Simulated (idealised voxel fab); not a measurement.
This section sets out a process module, namely voxel double patterning.
Square cells of 5 nm make up the cross-section cut, whose width is 160 nm.
Throughout this document, each cross-section is represented as a grid of square cells and is presented as a sequence of bands enumerated from the top downward, where a band comprises one or more rows of cells.
Basically the band line says how high the top is and how high the bottom is, in nm, and then what's in it from left to right, every material with its width in nm. Empty space shows up as "empty", and if a single material carries "edge to edge" it runs the full band edge to edge.
A quick word on heights: they are counted from 0, and under that level the wafer as it came to us is one material throughout. The lowest band is different from the rest in having no bottom; it simply continues downward, written as in "top 0, no bottom".
So if you see something like "30->40" for the width, read it as the top row of the band sitting at the first number and the bottom row at the second, with every row in between moving by the same amount as the last.
"no alterations made", as given for a step, is the statement that not any cell of the cross-section underwent a change during that step.
This entry, "Closed void inventory", enumerates those empty regions of no fewer than 8 cells that possess no open connection to the top. Each region is reported in the form width x height at distance, the distance being taken from the left edge, with all three quantities expressed in nm.
Heads up: the bit after the settings on a step's line is the simulator's remark on that step.
You can add "overlay nm" to a step's line. For a step with a mask, it describes how far the mask lay to the right of its planned position, and a negative number describes a lay to the left.

## The following list gives the planned process steps
1. op RECEIVE | material Si
2. op CONFORMAL_DEP | material SiN | thk nm 5
3. op DIRECTIONAL_DEP | material SiO2 | thk nm 20
4. op DIRECTIONAL_DEP | material SiCN | thk nm 5
5. op DIRECTIONAL_DEP | material aC | thk nm 15
6. op PATTERN | tone open | mask id FIRST | material resist | width nm 15 | pitch nm 50 | thk nm 30 | overlay nm 0
7. op DIRECTIONAL_ETCH | etch materials aC | depth nm 15
8. op STRIP | etch materials resist
9. op DIRECTIONAL_ETCH | etch materials SiCN | depth nm 5
10. op STRIP | etch materials aC
11. op DIRECTIONAL_DEP | material aC | thk nm 10
12. op PATTERN | tone open | mask id SECOND | material resist | width nm 15 | thk nm 25 | overlay nm 0
13. op DIRECTIONAL_ETCH | etch materials aC | depth nm 10
14. op STRIP | etch materials resist
15. op DIRECTIONAL_ETCH | etch materials SiCN | depth nm 5
16. op STRIP | etch materials aC
17. op DIRECTIONAL_ETCH | etch materials SiO2 | depth nm 20
18. op STRIP | etch materials SiCN

## The first of the two wafers, which ran as planned

## Wafer cross-section on receipt, i.e. after step 1
  top 0, no bottom  Si edge to edge
  Closed void inventory: none

## How the wafer stands in section after step 2
  top 5, bottom 0  SiN edge to edge
  Note: structure below 0 unchanged.

## How the wafer stands in section after step 3
  top 25, bottom 5  SiO2 edge to edge
  Note: structure below 5 unchanged.

## How the wafer stands in section after step 4
  top 30, bottom 25  SiCN edge to edge
  Note: structure below 25 unchanged.

## How the wafer stands in section after step 5
  top 45, bottom 30  aC edge to edge
  Note: structure below 30 unchanged.

## How the wafer stands in section after step 6
  top 75, bottom 45  45 of resist, 15 of empty, 35 of resist, 15 of empty, 50 of resist
  Note: structure below 45 unchanged.

## How the wafer stands in section after step 7
  top 60, bottom 45  45 of resist, 15 of empty, 35 of resist, 15 of empty, 50 of resist
  top 45, bottom 30  45 of aC, 15 of empty, 35 of aC, 15 of empty, 50 of aC
  Note: structure below 30 unchanged.

## How the wafer stands in section after step 8
  top 45, bottom 30  45 of aC, 15 of empty, 35 of aC, 15 of empty, 50 of aC
  Note: structure below 30 unchanged.

## How the wafer stands in section after step 9
  top 45, bottom 30  45 of aC, 15 of empty, 35 of aC, 15 of empty, 50 of aC
  top 30, bottom 25  45 of SiCN, 15 of empty, 35 of SiCN, 15 of empty, 50 of SiCN
  Note: structure below 25 unchanged.

## How the wafer stands in section after step 10
  top 30, bottom 25  45 of SiCN, 15 of empty, 35 of SiCN, 15 of empty, 50 of SiCN
  Note: structure below 25 unchanged.

## How the wafer stands in section after step 11
  top 40, bottom 35  45 of aC, 15 of empty, 35 of aC, 15 of empty, 50 of aC
  top 35, bottom 30  aC edge to edge
  top 30, bottom 25  45 of SiCN, 15 of aC, 35 of SiCN, 15 of aC, 50 of SiCN
  Note: structure below 25 unchanged.

## How the wafer stands in section after step 12
  top 65, bottom 40  70 of resist, 15 of empty, 75 of resist
  top 40, bottom 35  45 of aC, 15 of resist, 35 of aC, 15 of resist, 50 of aC
  Note: structure below 35 unchanged.

## How the wafer stands in section after step 13
  top 55, bottom 40  70 of resist, 15 of empty, 75 of resist
  top 40, bottom 35  45 of aC, 15 of resist, 10 of aC, 15 of empty, 10 of aC, 15 of resist, 50 of aC
  top 35, bottom 30  70 of aC, 15 of empty, 75 of aC
  Note: structure below 30 unchanged.

## How the wafer stands in section after step 14
  top 40, bottom 35  45 of aC, 15 of empty, 10 of aC, 15 of empty, 10 of aC, 15 of empty, 50 of aC
  Note: structure below 35 unchanged.

## How the wafer stands in section after step 15
  top 40, bottom 35  45 of aC, 15 of empty, 10 of aC, 15 of empty, 10 of aC, 15 of empty, 50 of aC
  top 35, bottom 30  70 of aC, 15 of empty, 75 of aC
  top 30, bottom 25  45 of SiCN, 15 of aC, 10 of SiCN, 15 of empty, 10 of SiCN, 15 of aC, 50 of SiCN
  Note: structure below 25 unchanged.

## How the wafer stands in section after step 16
  top 30, bottom 25  45 of SiCN, 15 of empty, 10 of SiCN, 15 of empty, 10 of SiCN, 15 of empty, 50 of SiCN
  Note: structure below 25 unchanged.

## How the wafer stands in section after step 17
  top 30, bottom 25  45 of SiCN, 15 of empty, 10 of SiCN, 15 of empty, 10 of SiCN, 15 of empty, 50 of SiCN
  top 25, bottom 5  45 of SiO2, 15 of empty, 10 of SiO2, 15 of empty, 10 of SiO2, 15 of empty, 50 of SiO2
  Note: structure below 5 unchanged.

## How the wafer stands in section after step 18
  top 25, bottom 5  45 of SiO2, 15 of empty, 10 of SiO2, 15 of empty, 10 of SiO2, 15 of empty, 50 of SiO2
  Note: structure below 5 unchanged.

## Second wafer, same starting conditions and recipe as the first, one mistake in executing it, nothing differs from the first up to and including step 1

Cross-section of the second wafer at the time by which step 2 should have been completed according to the plan: no alterations made

## Cross-section of the second wafer at the time by which step 3 should have been completed according to the plan
  top 20, bottom 0  SiO2 edge to edge
  Note: structure below 0 unchanged.

## Cross-section of the second wafer at the time by which step 4 should have been completed according to the plan
  top 25, bottom 20  SiCN edge to edge
  Note: structure below 20 unchanged.

## Cross-section of the second wafer at the time by which step 5 should have been completed according to the plan
  top 40, bottom 25  aC edge to edge
  Note: structure below 25 unchanged.

## Cross-section of the second wafer at the time by which step 6 should have been completed according to the plan
  top 70, bottom 40  45 of resist, 15 of empty, 35 of resist, 15 of empty, 50 of resist
  Note: structure below 40 unchanged.

## Cross-section of the second wafer at the time by which step 7 should have been completed according to the plan
  top 55, bottom 40  45 of resist, 15 of empty, 35 of resist, 15 of empty, 50 of resist
  top 40, bottom 25  45 of aC, 15 of empty, 35 of aC, 15 of empty, 50 of aC
  Note: structure below 25 unchanged.

## Cross-section of the second wafer at the time by which step 8 should have been completed according to the plan
  top 40, bottom 25  45 of aC, 15 of empty, 35 of aC, 15 of empty, 50 of aC
  Note: structure below 25 unchanged.

## Cross-section of the second wafer at the time by which step 9 should have been completed according to the plan
  top 40, bottom 25  45 of aC, 15 of empty, 35 of aC, 15 of empty, 50 of aC
  top 25, bottom 20  45 of SiCN, 15 of empty, 35 of SiCN, 15 of empty, 50 of SiCN
  Note: structure below 20 unchanged.

## Cross-section of the second wafer at the time by which step 10 should have been completed according to the plan
  top 25, bottom 20  45 of SiCN, 15 of empty, 35 of SiCN, 15 of empty, 50 of SiCN
  Note: structure below 20 unchanged.

## Cross-section of the second wafer at the time by which step 11 should have been completed according to the plan
  top 35, bottom 30  45 of aC, 15 of empty, 35 of aC, 15 of empty, 50 of aC
  top 30, bottom 25  aC edge to edge
  top 25, bottom 20  45 of SiCN, 15 of aC, 35 of SiCN, 15 of aC, 50 of SiCN
  Note: structure below 20 unchanged.

## Cross-section of the second wafer at the time by which step 12 should have been completed according to the plan
  top 60, bottom 35  70 of resist, 15 of empty, 75 of resist
  top 35, bottom 30  45 of aC, 15 of resist, 35 of aC, 15 of resist, 50 of aC
  Note: structure below 30 unchanged.

## Cross-section of the second wafer at the time by which step 13 should have been completed according to the plan
  top 50, bottom 35  70 of resist, 15 of empty, 75 of resist
  top 35, bottom 30  45 of aC, 15 of resist, 10 of aC, 15 of empty, 10 of aC, 15 of resist, 50 of aC
  top 30, bottom 25  70 of aC, 15 of empty, 75 of aC
  Note: structure below 25 unchanged.

## Cross-section of the second wafer at the time by which step 14 should have been completed according to the plan
  top 35, bottom 30  45 of aC, 15 of empty, 10 of aC, 15 of empty, 10 of aC, 15 of empty, 50 of aC
  Note: structure below 30 unchanged.

## Cross-section of the second wafer at the time by which step 15 should have been completed according to the plan
  top 35, bottom 30  45 of aC, 15 of empty, 10 of aC, 15 of empty, 10 of aC, 15 of empty, 50 of aC
  top 30, bottom 25  70 of aC, 15 of empty, 75 of aC
  top 25, bottom 20  45 of SiCN, 15 of aC, 10 of SiCN, 15 of empty, 10 of SiCN, 15 of aC, 50 of SiCN
  Note: structure below 20 unchanged.

## Cross-section of the second wafer at the time by which step 16 should have been completed according to the plan
  top 25, bottom 20  45 of SiCN, 15 of empty, 10 of SiCN, 15 of empty, 10 of SiCN, 15 of empty, 50 of SiCN
  Note: structure below 20 unchanged.

## Cross-section of the second wafer at the time by which step 17 should have been completed according to the plan
  top 25, bottom 20  45 of SiCN, 15 of empty, 10 of SiCN, 15 of empty, 10 of SiCN, 15 of empty, 50 of SiCN
  top 20, bottom 0  45 of SiO2, 15 of empty, 10 of SiO2, 15 of empty, 10 of SiO2, 15 of empty, 50 of SiO2
  Note: structure below 0 unchanged.

## Cross-section of the second wafer at the time by which step 18 should have been completed according to the plan
  top 20, bottom 0  45 of SiO2, 15 of empty, 10 of SiO2, 15 of empty, 10 of SiO2, 15 of empty, 50 of SiO2
  Note: structure below 0 unchanged.
Against the plan, the run slipped here: step 2 of the plan never got run, it was skipped over
Once processing is complete, comparing cell counts shows that the second wafer has more or fewer of certain materials than the first: 32 fewer of SiN
